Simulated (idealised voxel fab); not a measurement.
Title: Process Module voxel spacer lines
This is section cut - it's 180 nm across, gridded in 5 nm square cells.
Heads up, the way a cross-section reads in here is a grid of square cells, handed over as bands from the top down, with every band being one or more rows of cells. This entry defines a band. It first specifies the height of the band's top and the height of its bottom in nm, and then specifies the band's materials from left to right, stating each material with its width in nm. The word "all across" identifies a single material that fills the band from edge to edge, while the word "blank" identifies empty space. Below 0: as-received wafer, all one material; heights counted from there. Lowest band: no bottom, goes on down, written "z 0 and below". Quick explanation for "30->40": the width changes in equal steps down the rows of cells, from the first number in the band's top row to the second number in its bottom row. When a step is marked "nothing different", none of the cells in the cross-section changed during that step. If an empty space has no open way to the top and is at least 8 cells in size, "Closed void table" lists it, written width x height at distance, where distance is measured from the left edge and every value is in nm. It should be noted that, on the line of a given step, the content following the step's settings is a remark produced by the simulator itself with respect to that step. overlay nm: mask right of planned place by this much (step with mask). Neg. = left.

The following list gives the planned process steps
- 1: RECEIVE with material Si
- 2: CONFORMAL_DEP with material Al2O3, thk nm 5
- 3: DIRECTIONAL_DEP with material W, thk nm 10
- 4: DIRECTIONAL_DEP with material aC, thk nm 30
- 5: PATTERN with tone cover, mask id MANDREL, material resist, width nm 15, pitch nm 50, thk nm 35, overlay nm 0
- 6: DIRECTIONAL_ETCH with etch materials aC, depth nm 30
- 7: STRIP with etch materials resist
- 8: CONFORMAL_DEP with material SiO2, thk nm 10
- 9: DIRECTIONAL_ETCH with etch materials SiO2, depth nm 10
- 10: STRIP with etch materials aC
- 11: DIRECTIONAL_ETCH with etch materials W, depth nm 10
- 12: STRIP with etch materials SiO2
- 13: FILL_DEP with material lowk, thk nm 10
- 14: CMP with height nm 15

As-received state of the wafer in cross-section, equivalent to post-step 1
	z 0 and below = Si all across
	Closed void table: none

Run as planned - first of the two wafers cross-sectioned at the end of the module
	z 15 to 5 = lowk 20 nm, W 10 nm, lowk 15 nm, W 10 nm, lowk 15 nm, W 10 nm, lowk 15 nm, W 10 nm, lowk 15 nm, W 10 nm, lowk 15 nm, W 10 nm, lowk 25 nm
	z 5 to 0 = Al2O3 all across
	z 0 and below = Si all across
	Closed void table: none

Cross-sectional view of the second of two wafers upon completion of the module. This wafer shared its starting condition and process plan with the first; one error was made during its execution
	z 15 to 5 = lowk 15 nm, W 10 nm, lowk 15 nm, W 10 nm, lowk 15 nm, W 10 nm, lowk 15 nm, W 10 nm, lowk 15 nm, W 10 nm, lowk 15 nm, W 10 nm, lowk 30 nm
	z 5 to 0 = Al2O3 all across
	z 0 and below = Si all across
	Closed void table: none
Heads up, the wafer didn't run the way we planned it: step 5 was run on a setting that differed from the plan, and what really ran there is PATTERN with tone cover, mask id MANDREL, material resist, width nm 15, pitch nm 50, thk nm 35, overlay nm -5
Heads up: at the end the two wafers have identical cell counts per material, they're just laid out differently.
